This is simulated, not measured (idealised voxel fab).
process module | voxel plated lines
cross-section cut | 215 nm wide | cells 5 nm
A cross-section is a grid of square cells, given in bands from the top down. A band is one or more rows of cells.
Each band's line starts with the height of the band's top and of its bottom, in nm. Then come its materials from left to right, each with its width in nm. One material with "throughout" fills the band from edge to edge. "air" is empty space.
Height 0 is the level under which the wafer as received is all one material. The lowest band goes on downwards, as in "0 down".
A width such as "30 to 40" changes by the same amount from each row of cells to the next, from the band's top row to its bottom row.
"no change" after a step means that no cell of the cross-section changed.
closed voids: empty space of 8 cells or more with no open way to the top, each as width x height at its distance from the left edge, in nm
after a step's settings: what the simulator itself notes on the step
overlay nm, on a step with a mask: how far to the right of its planned place the mask lay; to the left if negative
plan
1 op RECEIVE | material Si
2 op CONFORMAL_DEP | material SiN | thk nm 15
3 op DIRECTIONAL_DEP | material TiN | thk nm 5
4 op PATTERN | tone open | mask id LINES | material resist | width nm 25 | pitch nm 55 | thk nm 30 | overlay nm 0
5 op EPI | material Ru | thk nm 5
6 op EPI | material Ru | thk nm 5
7 op STRIP | etch materials resist
8 op DIRECTIONAL_ETCH | etch materials TiN | depth nm 5
9 op CONFORMAL_DEP | material SiO2 | thk nm 5
as received, after step 1
  0 down: Si throughout
  closed voids: none
first wafer at the end, as planned
  35 to 30: air 35 | SiO2 35 | air 20 | SiO2 35 | air 20 | SiO2 35 | air 35
  30 to 20: air 35 | SiO2 5 | Ru 25 | SiO2 5 | air 20 | SiO2 5 | Ru 25 | SiO2 5 | air 20 | SiO2 5 | Ru 25 | SiO2 5 | air 35
  20 to 15: SiO2 40 | TiN 25 | SiO2 30 | TiN 25 | SiO2 30 | TiN 25 | SiO2 40
  15 to 0: SiN throughout
  0 down: Si throughout
  closed voids: none
second wafer at the end: like start, like plan, one mistake
  50 to 45: air 35 | SiO2 35 | air 20 | SiO2 35 | air 20 | SiO2 35 | air 35
  45 to 35: air 35 | SiO2 5 | Ru 25 | SiO2 5 | air 20 | SiO2 5 | Ru 25 | SiO2 5 | air 20 | SiO2 5 | Ru 25 | SiO2 5 | air 35
  35 to 30: SiO2 40 | TiN 25 | SiO2 30 | TiN 25 | SiO2 30 | TiN 25 | SiO2 40
  30 to 0: SiN throughout
  0 down: Si throughout
  closed voids: none
what went wrong: step 2 was run twice
at the end the second wafer has, in cells: 129 more of SiN
